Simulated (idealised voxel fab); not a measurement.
The process module presented herein is designated voxel self aligned contacts.
We display cut, a cross-section 220 nm in width whose square cells are each 5 nm.
If you're reading a cross-section in this doc, picture square cells in a grid; it comes to you as bands, top ones listed first down to the bottom, and a band can be one or more rows of cells. First you get the band's top height and its bottom height, in nm, and then the materials it's made of, left to right, with each width in nm. If you see a single material with "full width", that one covers the band edge to edge. "blank" is empty space. Heights are expressed relative to 0, this being the level below which the as-received wafer comprises one material exclusively. The lowest band is unbounded in the downward direction and is denoted as in "top 0, no bottom". You'd read "30 to 40" like this: the band's top row of cells is as wide as the first number, its bottom row is as wide as the second, and going down, every row changes width by the same amount as the row before did. Key: "no change" - step with no changed cell in the cross-section. Basically, "Closed empty spaces" tells you about the enclosed voids: empty spaces with no open way to the top, 8 cells or bigger, each written width x height at distance, where distance is from the left edge, all in nm. The remark found on a step's line after its settings is issued by the simulator itself and pertains to that step. Regarding "overlay nm": on a step with a mask, it is the distance the mask lay to the right of its planned place; a negative value places it to the left.

# Process steps foreseen in the plan
1: op RECEIVE | material Si
2: op CONFORMAL_DEP | material SiO2 | thk nm 5
3: op DIRECTIONAL_DEP | material polySi | thk nm 25
4: op DIRECTIONAL_DEP | material SiN | thk nm 15
5: op PATTERN | tone cover | mask id GATE | material resist | width nm 35 | pitch nm 70 | thk nm 20 | overlay nm 0
6: op DIRECTIONAL_ETCH | etch materials SiN | depth nm 15
7: op DIRECTIONAL_ETCH | etch materials polySi | depth nm 25
8: op STRIP | etch materials resist
9: op CONFORMAL_DEP | material SiN | thk nm 5
10: op DIRECTIONAL_ETCH | etch materials SiN | depth nm 5
11: op FILL_DEP | material SiO2 | thk nm 10
12: op CMP | height nm 50
13: op DIRECTIONAL_DEP | material aC | thk nm 10
14: op PATTERN | tone open | mask id CONTACT | material resist | width nm 55 | pitch nm 70 | thk nm 30 | overlay nm 0
15: op DIRECTIONAL_ETCH | etch materials aC | depth nm 10
16: op STRIP | etch materials resist
17: op DIRECTIONAL_ETCH | etch materials SiO2 | depth nm 50
18: op STRIP | etch materials aC
19: op CONFORMAL_DEP | material TiN | thk nm 5
20: op FILL_DEP | material Ru | thk nm 10
21: op CMP | height nm 50
22: op CONFORMAL_DEP | material SiCN | thk nm 5

# Incoming wafer, cross-sectional view, post step 1
    top 0, no bottom  Si full width
    Closed empty spaces: none

# Look at the cross-section after the module: the wafer started out the way shown above and the plan was the one shown above, yet one mistake was made along the way
    top 60, bottom 55  SiCN full width
    top 55, bottom 50  TiN (50), Ru (45), TiN (25), Ru (45), TiN (55)
    top 50, bottom 45  SiO2 (45), TiN (20), Ru (15), TiN (20), SiO2 (15), TiN (20), Ru (15), TiN (20), SiO2 (50)
    top 45, bottom 30  SiO2 (15), SiN (45), TiN (5), Ru (15), TiN (5), SiN (45), TiN (5), Ru (15), TiN (5), SiN (45), SiO2 (20)
    top 30, bottom 5  SiO2 (15), SiN (5), polySi (35), SiN (5), TiN (5), Ru (15), TiN (5), SiN (5), polySi (35), SiN (5), TiN (5), Ru (15), TiN (5), SiN (5), polySi (35), SiN (5), SiO2 (20)
    top 5, bottom 0  SiO2 (60), TiN (25), SiO2 (45), TiN (25), SiO2 (65)
    top 0, no bottom  Si full width
    Closed empty spaces: none
Heads up, the wafer didn't run the way we planned it: not per plan at step 21, really ran op CMP | height nm 55
